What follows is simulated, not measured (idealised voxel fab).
process module | voxel air gaps
cross-section cut | 185 nm wide | cells 5 nm
A cross-section is a grid of square cells, given in bands from the top down. A band is one or more rows of cells.
Each band's line starts with the height of the band's top and of its bottom, in nm. Then come its materials from left to right, each with its width in nm. One material with "throughout" fills the band from edge to edge. "air" is empty space.
Height 0 is the level under which the wafer as received is all one material. The lowest band goes on downwards, as in "0 down".
A width such as "30 to 40" changes by the same amount from each row of cells to the next, from the band's top row to its bottom row.
"no change" after a step means that no cell of the cross-section changed.
closed voids: empty space of 8 cells or more with no open way to the top, each as width x height at its distance from the left edge, in nm
after a step's settings: what the simulator itself notes on the step
overlay nm, on a step with a mask: how far to the right of its planned place the mask lay; to the left if negative
plan
1 op RECEIVE | material Si
2 op CONFORMAL_DEP | material SiO2 | thk nm 5
3 op CONFORMAL_DEP | material SiN | thk nm 5
4 op DIRECTIONAL_DEP | material lowk | thk nm 40
5 op PATTERN | tone open | mask id LINES | material resist | width nm 15 | pitch nm 40 | thk nm 15 | overlay nm 0
6 op DIRECTIONAL_ETCH | etch materials lowk | depth nm 40
7 op STRIP | etch materials resist
8 op CONFORMAL_DEP | material TiN | thk nm 5
9 op FILL_DEP | material Ru | thk nm 10
10 op CMP | height nm 55
11 op EPI | material Ru | thk nm 10
12 op SELECTIVE_ETCH | etch materials lowk | depth nm 50
13 op CONFORMAL_DEP | material SiCN | thk nm 5
varied across the wafers: thk nm of step 2. The plan shows the first wafer's value. All wafers start alike
first wafer as received, after step 1
  0 down: Si throughout
  closed voids: none
first wafer at the end, after step 13
  70 to 65: SiCN throughout
  65 to 55: Ru throughout
  55 to 50: TiN 50 | Ru 5 | TiN 35 | Ru 5 | TiN 35 | Ru 5 | TiN 50
  50 to 15: lowk 45 | TiN 5 | Ru 5 | TiN 5 | lowk 25 | TiN 5 | Ru 5 | TiN 5 | lowk 25 | TiN 5 | Ru 5 | TiN 5 | lowk 45
  15 to 10: lowk 45 | TiN 15 | lowk 25 | TiN 15 | lowk 25 | TiN 15 | lowk 45
  10 to 5: SiN throughout
  5 to 0: SiO2 throughout
  0 down: Si throughout
  closed voids: none
last wafer at the end
  70 to 65: air 30 | SiCN 125 | air 30
  65 to 55: air 30 | SiCN 5 | Ru 35 | SiCN 5 | Ru 35 | SiCN 5 | Ru 35 | SiCN 5 | air 30
  55 to 50: air 30 | SiCN 15 | TiN 5 | Ru 5 | TiN 5 | SiCN 25 | TiN 5 | Ru 5 | TiN 5 | SiCN 25 | TiN 5 | Ru 5 | TiN 5 | SiCN 15 | air 30
  50 to 35: air 40 | SiCN 5 | TiN 5 | Ru 5 | TiN 5 | SiCN 5 | air 15 | SiCN 5 | TiN 5 | Ru 5 | TiN 5 | SiCN 5 | air 15 | SiCN 5 | TiN 5 | Ru 5 | TiN 5 | SiCN 5 | air 40
  35 to 30: SiCN 45 | TiN 15 | SiCN 25 | TiN 15 | SiCN 25 | TiN 15 | SiCN 45
  30 to 25: SiN throughout
  25 to 0: SiO2 throughout
  0 down: Si throughout
  closed voids: 15 x 15 at 65; 15 x 15 at 105
each wafer at the end: cells of each material gained (+) or lost (-) since it was received, then its closed voids
thk nm 5 | +98 Ru | +37 SiCN | +37 SiN | +37 SiO2 | +85 TiN | +224 lowk | closed voids: none
thk nm 10 | +63 Ru | +113 SiCN | +37 SiN | +74 SiO2 | +51 TiN | closed voids: 15 x 30 at 65; 15 x 30 at 105
thk nm 15 | +60 Ru | +107 SiCN | +37 SiN | +111 SiO2 | +45 TiN | closed voids: 15 x 25 at 65; 15 x 25 at 105
thk nm 20 | +57 Ru | +101 SiCN | +37 SiN | +148 SiO2 | +39 TiN | closed voids: 15 x 20 at 65; 15 x 20 at 105
thk nm 25 | +54 Ru | +95 SiCN | +37 SiN | +185 SiO2 | +33 TiN | closed voids: 15 x 15 at 65; 15 x 15 at 105
